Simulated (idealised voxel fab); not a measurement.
Process module in this document: voxel ribs on slabs
Cross-section cut spans 165 nm and uses square cells 5 nm in size.
The cross-sections in this document take the form of a grid made of square cells. They are written out as bands, in order from top to bottom. Each band consists of one or more rows of cells. Heights first: top, then bottom, in nm. Then materials, left to right, each with a width in nm. "throughout" on a single material: fills the band edge to edge. "air": empty space. Heights from 0 (as-received wafer is one material below). Bottom band endless downward, as "0 nm and below". The notation "30..40" denotes a width that varies across the rows of cells in the band, beginning at the first number in the top row, finishing at the second number in the bottom row, and changing by an identical amount from each row to the next. Step marked "left unchanged"? Then no cell in the cross-section changed in it. Reported under the label "Sealed cavities" are the empty spaces having no open way to the top and comprising 8 cells or more; the notation for each is width x height at distance, in which the distance is measured from the left edge and all three values are in nm. Whatever follows a step's settings on its line is a remark the simulator itself makes about that step. overlay nm: mask right of planned place by this much (step with mask). Neg. = left.
This section lists the process steps that were planned:
1. RECEIVE [material Si]
2. DIRECTIONAL_DEP [material SiO2] [thk nm 20]
3. DIRECTIONAL_DEP [material polySi] [thk nm 20]
4. PATTERN [tone cover] [mask id RIB] [material resist] [width nm 15] [thk nm 15] [overlay nm 0]
5. DIRECTIONAL_ETCH [etch materials polySi] [depth nm 15]
6. STRIP [etch materials resist]
7. DIRECTIONAL_DEP [material aC] [thk nm 15]
8. PATTERN [tone cover] [mask id SLAB] [material resist] [width nm 55] [thk nm 30] [overlay nm 0]
9. DIRECTIONAL_ETCH [etch materials aC] [depth nm 15]
10. STRIP [etch materials resist]
11. DIRECTIONAL_ETCH [etch materials polySi] [depth nm 5]
12. STRIP [etch materials aC]
13. FILL_DEP [material SiO2] [thk nm 30]
14. CMP [height nm 60]
15. DIRECTIONAL_DEP [material W] [thk nm 5]
16. DIRECTIONAL_DEP [material aC] [thk nm 15]
17. PATTERN [tone cover] [mask id HEATER] [material resist] [width nm 25] [thk nm 35] [overlay nm 0]
18. DIRECTIONAL_ETCH [etch materials aC] [depth nm 15]
19. STRIP [etch materials resist]
20. DIRECTIONAL_ETCH [etch materials W] [depth nm 5]
21. STRIP [etch materials aC]
22. CONFORMAL_DEP [material SiO2] [thk nm 5]
The plan's step 22 thk nm is the first wafer's value; the wafers differ in this setting and start identical.
First wafer of several, as received: cross-section after step 1:
> 0 nm and below = Si throughout
> Sealed cavities: none
Cross-section after step 22, the final step of the module, for the first of several wafers:
> 70 nm to 65 nm = air: 65 / SiO2: 35 / air: 65
> 65 nm to 60 nm = SiO2: 70 / W: 25 / SiO2: 70
> 60 nm to 40 nm = SiO2 throughout
> 40 nm to 25 nm = SiO2: 75 / polySi: 15 / SiO2: 75
> 25 nm to 20 nm = SiO2: 55 / polySi: 55 / SiO2: 55
> 20 nm to 0 nm = SiO2 throughout
> 0 nm and below = Si throughout
> Sealed cavities: none
Last wafer x-sec, end of module:
> 85 nm to 80 nm = air: 50 / SiO2: 65 / air: 50
> 80 nm to 65 nm = SiO2 throughout
> 65 nm to 60 nm = SiO2: 70 / W: 25 / SiO2: 70
> 60 nm to 40 nm = SiO2 throughout
> 40 nm to 25 nm = SiO2: 75 / polySi: 15 / SiO2: 75
> 25 nm to 20 nm = SiO2: 55 / polySi: 55 / SiO2: 55
> 20 nm to 0 nm = SiO2 throughout
> 0 nm and below = Si throughout
> Sealed cavities: none
Take any row and you have a wafer at the end of the module: how many cells of each material it has gained (+) or lost (-) since it was received, and then its closed voids:
thk nm 5, +411 SiO2, +5 W, +20 polySi, Sealed cavities: none
thk nm 10, +446 SiO2, +5 W, +20 polySi, Sealed cavities: none
thk nm 15, +481 SiO2, +5 W, +20 polySi, Sealed cavities: none
thk nm 20, +516 SiO2, +5 W, +20 polySi, Sealed cavities: none
